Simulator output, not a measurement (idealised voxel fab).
A process module follows: voxel self aligned contacts.
Section shown: cut. Width: 215 nm. Cell size: 5 nm, square.
Reading order for cross-sections: top band down to bottom band. Underlying form: a grid of square cells. Band size: one or more rows of cells.
Within each band entry, the heights of the top and of the bottom of the band appear first, in that order and in nm; the materials of the band then follow from left to right, each with its corresponding width in nm. The designation "full width" on a single material indicates that it fills the band from edge to edge; the designation "air" indicates empty space.
All heights in this document are referenced to 0, defined as the level beneath which the wafer, as received, consists entirely of one material. The lowest band is not bounded below; it extends indefinitely downward and is written in the form "0 -> down".
Note: "30 to 40" means the width goes from the first number (top row of the band) to the second number (bottom row) in equal steps per row of cells.
"left unchanged" after a step means that no cell of the cross-section changed.
The entry "Fully sealed cavities" lists the empty spaces that cover at least 8 cells and have no open path to the top. Each is written as width x height at distance, where the distance is measured from the left edge and all three values are in nm.
Post-settings text on a step line: simulator's own remark regarding the step.
The line of a step may include "overlay nm". On a step with a mask, this value is how far to the right of its planned place the mask lay. A negative value means the mask lay to the left.

-- The following list gives the planned process steps
1. op RECEIVE | material Si
2. op OXIDIZE | depth nm 5
3. op DIRECTIONAL_DEP | material polySi | thk nm 25
4. op DIRECTIONAL_DEP | material SiN | thk nm 25
5. op MASKED_ETCH | tone cover | mask id GATE | width nm 25 | pitch nm 65 | etch materials SiN | depth nm 25 | overlay nm 0
6. op MASKED_ETCH | tone cover | mask id GATE | width nm 25 | pitch nm 65 | etch materials polySi | depth nm 25 | overlay nm 0
7. op CONFORMAL_DEP | material SiN | thk nm 10
8. op DIRECTIONAL_ETCH | etch materials SiN | depth nm 10
9. op FILL_DEP | material SiO2 | thk nm 15
10. op CMP | height nm 55
11. op MASKED_ETCH | tone open | mask id CONTACT | width nm 50 | pitch nm 65 | etch materials SiO2 | depth nm 60 | overlay nm 0
12. op CONFORMAL_DEP | material TiN | thk nm 5
13. op FILL_DEP | material Ru | thk nm 10
14. op CMP | height nm 55
15. op CONFORMAL_DEP | material SiCN | thk nm 5

-- Cross-section of the wafer upon arrival, representing the state reached after step 1
* 0 -> down = Si full width
* Fully sealed cavities: none

-- Cross-section, end of module. Start: as above. Plan: as above. Execution: one mistake
* 60 -> 55 = SiCN full width
* 55 -> 25 = SiO2: 20 | SiN: 45 | TiN: 5 | Ru: 10 | TiN: 5 | SiN: 45 | TiN: 5 | Ru: 10 | TiN: 5 | SiN: 45 | SiO2: 20
* 25 -> 10 = SiO2: 20 | SiN: 10 | polySi: 25 | SiN: 10 | TiN: 5 | Ru: 10 | TiN: 5 | SiN: 10 | polySi: 25 | SiN: 10 | TiN: 5 | Ru: 10 | TiN: 5 | SiN: 10 | polySi: 25 | SiN: 10 | SiO2: 20
* 10 -> 5 = SiO2: 20 | SiN: 10 | polySi: 25 | SiN: 10 | TiN: 20 | SiN: 10 | polySi: 25 | SiN: 10 | TiN: 20 | SiN: 10 | polySi: 25 | SiN: 10 | SiO2: 20
* 5 -> 0 = SiN: 30 | polySi: 25 | SiN: 40 | polySi: 25 | SiN: 40 | polySi: 25 | SiN: 30
* 0 -> -5 = SiO2 full width
* -5 -> down = Si full width
* Fully sealed cavities: none
Deviation noted in wafer processing: step 8 was not run as planned; what actually ran was op DIRECTIONAL_ETCH | etch materials SiN | depth nm 5
